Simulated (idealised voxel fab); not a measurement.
process module | voxel double patterning
cross-section cut | 210 nm wide | cells 5 nm
A cross-section is a grid of square cells, given in bands from the top down. A band is one or more rows of cells.
Each band's line starts with the height of the band's top and of its bottom, in nm. Then come its materials from left to right, each with its width in nm. One material with "throughout" fills the band from edge to edge. "air" is empty space.
Height 0 is the level under which the wafer as received is all one material. The lowest band goes on downwards, as in "0 down".
A width such as "30 to 40" changes by the same amount from each row of cells to the next, from the band's top row to its bottom row.
"no change" after a step means that no cell of the cross-section changed.
closed voids: empty space of 8 cells or more with no open way to the top, each as width x height at its distance from the left edge, in nm
after a step's settings: what the simulator itself notes on the step
overlay nm, on a step with a mask: how far to the right of its planned place the mask lay; to the left if negative
plan
1 op RECEIVE | material Si
2 op CONFORMAL_DEP | material SiO2 | thk nm 5
3 op DIRECTIONAL_DEP | material polySi | thk nm 15
4 op DIRECTIONAL_DEP | material SiCN | thk nm 5
5 op PATTERN | tone open | mask id FIRST | material resist | width nm 15 | pitch nm 50 | thk nm 15 | overlay nm 0
6 op DIRECTIONAL_ETCH | etch materials SiCN | depth nm 5
7 op STRIP | etch materials resist
8 op PATTERN | tone open | mask id SECOND | material resist | width nm 15 | pitch nm 50 | thk nm 20 | overlay nm 0
9 op DIRECTIONAL_ETCH | etch materials SiCN | depth nm 5
10 op STRIP | etch materials resist
11 op DIRECTIONAL_ETCH | etch materials polySi | depth nm 15
12 op STRIP | etch materials SiCN
varied across the wafers: width nm of step 8. The plan shows the first wafer's value. All wafers start alike
first wafer as received, after step 1
  0 down: Si throughout
  closed voids: none
each wafer at the end: cells of each material gained (+) or lost (-) since it was received, then its closed voids
width nm 15 | +42 SiO2 | +81 polySi | closed voids: none
width nm 20 | +42 SiO2 | +75 polySi | closed voids: none
width nm 25 | +42 SiO2 | +69 polySi | closed voids: none
width nm 30 | +42 SiO2 | +63 polySi | closed voids: none
